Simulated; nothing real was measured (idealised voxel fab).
The process module that follows is named voxel trench capacitor.
FYI the section here is cut, 260 nm wide, cells are 5 nm squares.
Cross-section, as written here: a square-cell grid given band by band from the top down, where a band holds one or more rows of cells. For a band, the entry starts with two heights in nm, that of the top and then that of the bottom, and carries on with the band's materials in order from left to right, each alongside its width in nm; the word "everywhere" beside a single material means it fills the band edge to edge, and "air" means empty space. The reference from which all heights are counted is 0, the level beneath which the as-received wafer is entirely one material; the lowest band, having no lower bound, proceeds downward and is written after the example "from 0 down". A two-number width, for instance "30->40", indicates that the width is equal to the first number in the top row of the band and to the second number in the bottom row, and that it changes by a constant amount per row of cells. When a step is marked "same as before", none of the cells in the cross-section changed during that step. In "Sealed voids" the enclosed voids are listed, meaning empty spaces of 8 cells or larger without any opening to the top. The form is width x height at distance, distance from the left edge, units nm. Formally, on a step line, whatever follows the settings is a remark that the simulator itself makes on the step. overlay nm: right-of-plan distance of the mask on a masked step; negative values mean left-of-plan.

The steps planned for the process are as follows:
step 1: RECEIVE [material Si]
step 2: CONFORMAL_DEP [material SiN] [thk nm 5]
step 3: MASKED_ETCH [tone open] [mask id TRENCH] [width nm 25] [pitch nm 50] [etch materials SiN] [depth nm 5] [overlay nm 0]
step 4: MASKED_ETCH [tone open] [mask id TRENCH] [width nm 25] [pitch nm 50] [etch materials Si] [depth nm 30] [overlay nm 0]
step 5: CONFORMAL_DEP [material SiO2] [thk nm 5]
step 6: FILL_DEP [material polySi] [thk nm 10]
step 7: CMP [height nm 5]

Received-state cross-section, reflecting completion of step 1:
- from 0 down  Si everywhere
- Sealed voids: none

Cross-section, first of two wafers, end of module, run as planned:
- from 5 to 0  SiN=90, SiO2=5, polySi=15, SiO2=5, SiN=25, SiO2=5, polySi=15, SiO2=5, SiN=95
- from 0 to -25  Si=90, SiO2=5, polySi=15, SiO2=5, Si=25, SiO2=5, polySi=15, SiO2=5, Si=95
- from -25 to -30  Si=90, SiO2=25, Si=25, SiO2=25, Si=95
- from -30 down  Si everywhere
- Sealed voids: none

This cross-section belongs to the second wafer of two at the end of the module; the start and the plan were shared with the first, and the run included one mistake:
- from 5 to 0  SiO2=95, polySi=15, SiO2=35, polySi=15, SiO2=100
- from 0 to -25  Si=90, SiO2=5, polySi=15, SiO2=5, Si=25, SiO2=5, polySi=15, SiO2=5, Si=95
- from -25 to -30  Si=90, SiO2=25, Si=25, SiO2=25, Si=95
- from -30 down  Si everywhere
- Sealed voids: none
Here's what went sideways: step 2 of the plan did not run at all; it was left out
Final comparison by cell count, materials where the second wafer has more or fewer than the first: SiN -42 | SiO2 +42
